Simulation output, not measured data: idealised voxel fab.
Herein follows the process module entitled voxel plated lines.
We display cut, a cross-section 290 nm in width whose square cells are each 5 nm.
The cross-sections in this document take the form of a grid made of square cells. They are written out as bands, in order from top to bottom. Each band consists of one or more rows of cells. Per band: top height and bottom height in nm, followed by the left-to-right materials and their widths in nm; "everywhere" marks a single material spanning edge to edge, "blank" marks empty space. Basically, 0 is our baseline, since under it the wafer straight out of the box is all one material. The bottom band has no lower end and keeps on going down, so it looks like "0 and below". Width spec "30..40" -> top row of cells at first value, bottom row at second value, equal per-row change in between. Basically "no change occurred" means that step didn't change any cell in the cross-section. Closed-off voids of 8+ cells (no open route to the top) go in "Closed internal cavities", written width x height at distance from the left edge, in nm. Anything after a step's settings on that line? It's the simulator's own note about the step. Regarding "overlay nm": on a step with a mask, it is the distance the mask lay to the right of its planned place; a negative value places it to the left.

Here's what the planned process steps look like
step 1: RECEIVE [material Si]
step 2: CONFORMAL_DEP [material Al2O3] [thk nm 10]
step 3: DIRECTIONAL_DEP [material TiN] [thk nm 5]
step 4: PATTERN [tone open] [mask id LINES] [material resist] [width nm 20] [pitch nm 35] [thk nm 35] [overlay nm 0]
step 5: EPI [material Ru] [thk nm 5]
step 6: EPI [material Ru] [thk nm 5]
step 7: EPI [material Ru] [thk nm 10]
step 8: STRIP [etch materials resist]
step 9: DIRECTIONAL_ETCH [etch materials TiN] [depth nm 5]
step 10: CONFORMAL_DEP [material SiCN] [thk nm 5]

Wafer as received: cross-section following step 1
- 0 and below  Si everywhere
- Closed internal cavities: none

Cross-section at module end, one run error; start and plan unchanged from above
- 40 down to 35  75 nm blank | 30 nm SiCN | 5 nm blank | 30 nm SiCN | 5 nm blank | 30 nm SiCN | 5 nm blank | 30 nm SiCN | 80 nm blank
- 35 down to 15  75 nm blank | 5 nm SiCN | 20 nm Ru | 5 nm SiCN | 5 nm blank | 5 nm SiCN | 20 nm Ru | 5 nm SiCN | 5 nm blank | 5 nm SiCN | 20 nm Ru | 5 nm SiCN | 5 nm blank | 5 nm SiCN | 20 nm Ru | 5 nm SiCN | 80 nm blank
- 15 down to 10  80 nm SiCN | 20 nm TiN | 15 nm SiCN | 20 nm TiN | 15 nm SiCN | 20 nm TiN | 15 nm SiCN | 20 nm TiN | 85 nm SiCN
- 10 down to 0  Ru everywhere
- 0 and below  Si everywhere
- Closed internal cavities: none
The plan and the run diverged here: step 2 was run on a setting that differed from the plan, and what really ran there is CONFORMAL_DEP [material Ru] [thk nm 10]
